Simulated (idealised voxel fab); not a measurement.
Name of the process module below: voxel trench capacitor
The width of the displayed cross-section, cut, is 225 nm; its cells are square, with a size of 5 nm.
Cross-section spec: square-cell grid; bands listed top down; each band is one or more rows.
Per band: top height and bottom height in nm, followed by the left-to-right materials and their widths in nm; "full width" marks a single material spanning edge to edge, "air" marks empty space.
For the purposes of this specification, 0 denotes the height below which the wafer in its as-received condition is composed wholly of one material, and the lowermost band, lacking a lower limit, extends downward without end, as expressed in "0 nm and below".
Width: "30->40" (first number = top row, second number = bottom row, same change from row to row of cells).
When a step is marked "remained unchanged", none of the cells in the cross-section changed during that step.
Empty spaces without an open route to the top, at least 8 cells in extent, make up the entry "Enclosed internal voids"; each is given as width x height at distance, where the distance is measured from the left edge, and all are in nm.
Where a step's line continues beyond its settings, the continuation is a remark by the simulator itself on that step.
For masked steps, "overlay nm" on the step line gives how far right of plan the mask actually lay; a minus sign means it lay to the left.

STEPS IN THE PROCESS PLAN
step 1: RECEIVE | material Si
step 2: CONFORMAL_DEP | material SiN | thk nm 10
step 3: MASKED_ETCH | tone open | mask id TRENCH | width nm 15 | pitch nm 45 | etch materials SiN | depth nm 10 | overlay nm 0
step 4: MASKED_ETCH | tone open | mask id TRENCH | width nm 15 | pitch nm 45 | etch materials Si | depth nm 40 | overlay nm 0
step 5: CONFORMAL_DEP | material SiO2 | thk nm 5
step 6: FILL_DEP | material polySi | thk nm 5
step 7: CMP | height nm 10

FIRST WAFER, TWO IN TOTAL, RUN AS PLANNED

DELIVERED WAFER IN CROSS-SECTION: STATE AFTER STEP 1
0 nm and below: Si full width
Enclosed internal voids: none

STEP 2 DONE - WAFER CROSS-SECTION
10 nm to 0 nm: SiN full width
Under 0: no change, same as before.

STEP 3 DONE - WAFER CROSS-SECTION
10 nm to 0 nm: 80 SiN, then 15 air, then 30 SiN, then 15 air, then 85 SiN
Under 0: no change, same as before.

STEP 4 DONE - WAFER CROSS-SECTION
10 nm to 0 nm: 80 SiN, then 15 air, then 30 SiN, then 15 air, then 85 SiN
0 nm to -40 nm: 80 Si, then 15 air, then 30 Si, then 15 air, then 85 Si
Under -40: no change, same as before.

STEP 5 DONE - WAFER CROSS-SECTION
15 nm to 10 nm: 85 SiO2, then 5 air, then 40 SiO2, then 5 air, then 90 SiO2
10 nm to 0 nm: 80 SiN, then 5 SiO2, then 5 air, then 5 SiO2, then 30 SiN, then 5 SiO2, then 5 air, then 5 SiO2, then 85 SiN
0 nm to -35 nm: 80 Si, then 5 SiO2, then 5 air, then 5 SiO2, then 30 Si, then 5 SiO2, then 5 air, then 5 SiO2, then 85 Si
-35 nm to -40 nm: 80 Si, then 15 SiO2, then 30 Si, then 15 SiO2, then 85 Si
Under -40: no change, same as before.

STEP 6 DONE - WAFER CROSS-SECTION
20 nm to 15 nm: polySi full width
15 nm to 10 nm: 85 SiO2, then 5 polySi, then 40 SiO2, then 5 polySi, then 90 SiO2
10 nm to 0 nm: 80 SiN, then 5 SiO2, then 5 polySi, then 5 SiO2, then 30 SiN, then 5 SiO2, then 5 polySi, then 5 SiO2, then 85 SiN
0 nm to -35 nm: 80 Si, then 5 SiO2, then 5 polySi, then 5 SiO2, then 30 Si, then 5 SiO2, then 5 polySi, then 5 SiO2, then 85 Si
Under -35: no change, same as before.

STEP 7 DONE - WAFER CROSS-SECTION
10 nm to 0 nm: 80 SiN, then 5 SiO2, then 5 polySi, then 5 SiO2, then 30 SiN, then 5 SiO2, then 5 polySi, then 5 SiO2, then 85 SiN
Under 0: no change, same as before.

SECOND WAFER. START AND PLAN AS FOR THE FIRST. ONE MISTAKE MADE IN RUNNING. AGREES WITH THE FIRST UP TO AND INCLUDING STEP 2

AT THE PLANNED END OF STEP 3, THE SECOND WAFER IN CROSS-SECTION
10 nm to 0 nm: 80 SiN, then 20 air, then 25 SiN, then 20 air, then 80 SiN
Under 0: no change, same as before.

AT THE PLANNED END OF STEP 4, THE SECOND WAFER IN CROSS-SECTION
10 nm to 0 nm: 80 SiN, then 20 air, then 25 SiN, then 20 air, then 80 SiN
0 nm to -40 nm: 80 Si, then 15 air, then 30 Si, then 15 air, then 85 Si
Under -40: no change, same as before.

AT THE PLANNED END OF STEP 5, THE SECOND WAFER IN CROSS-SECTION
15 nm to 10 nm: 85 SiO2, then 10 air, then 35 SiO2, then 10 air, then 85 SiO2
10 nm to 0 nm: 80 SiN, then 5 SiO2, then 10->5 air, then 5->10 SiO2, then 25 SiN, then 5 SiO2, then 10->5 air, then 5->10 SiO2, then 80 SiN
0 nm to -35 nm: 80 Si, then 5 SiO2, then 5 air, then 5 SiO2, then 30 Si, then 5 SiO2, then 5 air, then 5 SiO2, then 85 Si
-35 nm to -40 nm: 80 Si, then 15 SiO2, then 30 Si, then 15 SiO2, then 85 Si
Under -40: no change, same as before.

AT THE PLANNED END OF STEP 6, THE SECOND WAFER IN CROSS-SECTION
20 nm to 15 nm: polySi full width
15 nm to 10 nm: 85 SiO2, then 10 polySi, then 35 SiO2, then 10 polySi, then 85 SiO2
10 nm to 0 nm: 80 SiN, then 5 SiO2, then 10->5 polySi, then 5->10 SiO2, then 25 SiN, then 5 SiO2, then 10->5 polySi, then 5->10 SiO2, then 80 SiN
0 nm to -35 nm: 80 Si, then 5 SiO2, then 5 polySi, then 5 SiO2, then 30 Si, then 5 SiO2, then 5 polySi, then 5 SiO2, then 85 Si
Under -35: no change, same as before.

AT THE PLANNED END OF STEP 7, THE SECOND WAFER IN CROSS-SECTION
10 nm to 0 nm: 80 SiN, then 5 SiO2, then 10->5 polySi, then 5->10 SiO2, then 25 SiN, then 5 SiO2, then 10->5 polySi, then 5->10 SiO2, then 80 SiN
Under 0: no change, same as before.
Which mistake was made when the wafer was run? step 3 ran with different settings than intended, the actual operation and settings being MASKED_ETCH | tone open | mask id TRENCH | width nm 20 | pitch nm 45 | etch materials SiN | depth nm 10 | overlay nm 0
Final tally in cells, some materials are higher or lower on the second wafer than on the first: SiN -4, SiO2 +2, polySi +2
